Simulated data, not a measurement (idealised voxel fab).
process module | voxel wiring stack
cross-section cut | 205 nm wide | cells 5 nm
A cross-section is a grid of square cells, given in bands from the top down. A band is one or more rows of cells.
Each band's line starts with the height of the band's top and of its bottom, in nm. Then come its materials from left to right, each with its width in nm. One material with "throughout" fills the band from edge to edge. "air" is empty space.
Height 0 is the level under which the wafer as received is all one material. The lowest band goes on downwards, as in "0 down".
A width such as "30 to 40" changes by the same amount from each row of cells to the next, from the band's top row to its bottom row.
"no change" after a step means that no cell of the cross-section changed.
closed voids: empty space of 8 cells or more with no open way to the top, each as width x height at its distance from the left edge, in nm
after a step's settings: what the simulator itself notes on the step
overlay nm, on a step with a mask: how far to the right of its planned place the mask lay; to the left if negative
plan
1 op RECEIVE | material Si
2 op CONFORMAL_DEP | material SiO2 | thk nm 15
3 op DIRECTIONAL_DEP | material TiN | thk nm 5
4 op DIRECTIONAL_DEP | material W | thk nm 15
5 op MASKED_ETCH | tone cover | mask id METAL_1 | width nm 25 | pitch nm 55 | etch materials W | depth nm 15 | overlay nm 0
6 op MASKED_ETCH | tone cover | mask id METAL_1 | width nm 25 | pitch nm 55 | etch materials TiN | depth nm 5 | overlay nm 0
7 op CONFORMAL_DEP | material SiCN | thk nm 5
8 op FILL_DEP | material SiO2 | thk nm 10
9 op CMP | height nm 35
10 op CONFORMAL_DEP | material SiCN | thk nm 5
11 op DIRECTIONAL_DEP | material SiO2 | thk nm 20
12 op PATTERN | tone open | mask id PLUG_1 | material resist | width nm 15 | pitch nm 55 | thk nm 15 | overlay nm 0
13 op DIRECTIONAL_ETCH | etch materials SiO2 | depth nm 20
14 op DIRECTIONAL_ETCH | etch materials SiCN | depth nm 5
15 op STRIP | etch materials resist
16 op CONFORMAL_DEP | material TiN | thk nm 5
17 op FILL_DEP | material Cu | thk nm 5
18 op CMP | height nm 60
19 op CONFORMAL_DEP | material SiCN | thk nm 5
20 op DIRECTIONAL_DEP | material lowk | thk nm 15
21 op DIRECTIONAL_DEP | material aC | thk nm 10
22 op PATTERN | tone open | mask id METAL_2 | material resist | width nm 25 | pitch nm 55 | thk nm 25 | overlay nm 0
23 op DIRECTIONAL_ETCH | etch materials aC | depth nm 10
24 op STRIP | etch materials resist
25 op DIRECTIONAL_ETCH | etch materials lowk | depth nm 15
26 op DIRECTIONAL_ETCH | etch materials SiCN | depth nm 5
27 op STRIP | etch materials aC
28 op CONFORMAL_DEP | material TiN | thk nm 5
29 op FILL_DEP | material Cu | thk nm 10
30 op CMP | height nm 80
31 op CONFORMAL_DEP | material SiCN | thk nm 5
32 op DIRECTIONAL_DEP | material SiO2 | thk nm 15
33 op PATTERN | tone open | mask id PLUG_2 | material resist | width nm 15 | pitch nm 55 | thk nm 20 | overlay nm 0
34 op DIRECTIONAL_ETCH | etch materials SiO2 | depth nm 15
35 op DIRECTIONAL_ETCH | etch materials SiCN | depth nm 5
36 op STRIP | etch materials resist
37 op EPI | material Ru | thk nm 10
38 op EPI | material Ru | thk nm 10
39 op CONFORMAL_DEP | material SiCN | thk nm 5
40 op DIRECTIONAL_DEP | material SiO2 | thk nm 20
41 op DIRECTIONAL_DEP | material aC | thk nm 10
42 op PATTERN | tone open | mask id METAL_3 | material resist | width nm 25 | pitch nm 55 | thk nm 25 | overlay nm 0
43 op DIRECTIONAL_ETCH | etch materials aC | depth nm 10
44 op STRIP | etch materials resist
45 op DIRECTIONAL_ETCH | etch materials SiO2 | depth nm 20
46 op DIRECTIONAL_ETCH | etch materials SiCN | depth nm 5
47 op STRIP | etch materials aC
48 op CONFORMAL_DEP | material TiN | thk nm 5
49 op FILL_DEP | material Ru | thk nm 10
50 op CMP | height nm 125
51 op CONFORMAL_DEP | material SiN | thk nm 5
as received, after step 1
  0 down: Si throughout
  closed voids: none
a wafer at the end: this start, this plan, one mistake
  130 to 125: SiN throughout
  125 to 110: SiO2 60 | TiN 5 | Ru 15 | TiN 5 | SiO2 30 | TiN 5 | Ru 15 | TiN 5 | SiO2 65
  110 to 105: SiO2 60 | TiN 25 | SiO2 30 | TiN 25 | SiO2 65
  105 to 100: Ru throughout
  100 to 85: SiO2 60 | Ru 15 | SiO2 40 | Ru 15 | SiO2 75
  85 to 80: SiCN 60 | Ru 15 | SiCN 40 | Ru 15 | SiCN 75
  80 to 65: lowk 60 | TiN 5 | Cu 15 | TiN 5 | lowk 30 | TiN 5 | Cu 15 | TiN 5 | lowk 65
  65 to 60: SiCN 60 | TiN 25 | SiCN 30 | TiN 25 | SiCN 65
  60 to 40: SiO2 60 | TiN 5 | Cu 5 | TiN 5 | SiO2 40 | TiN 5 | Cu 5 | TiN 5 | SiO2 75
  40 to 35: SiCN 60 | TiN 15 | SiCN 40 | TiN 15 | SiCN 75
  35 to 20: SiO2 55 | SiCN 5 | W 25 | SiCN 5 | SiO2 20 | SiCN 5 | W 25 | SiCN 5 | SiO2 60
  20 to 15: SiCN 60 | TiN 25 | SiCN 30 | TiN 25 | SiCN 65
  15 to 0: SiO2 throughout
  0 down: Si throughout
  closed voids: none
what went wrong: step 39 ran as: op CONFORMAL_DEP | material Ru | thk nm 5
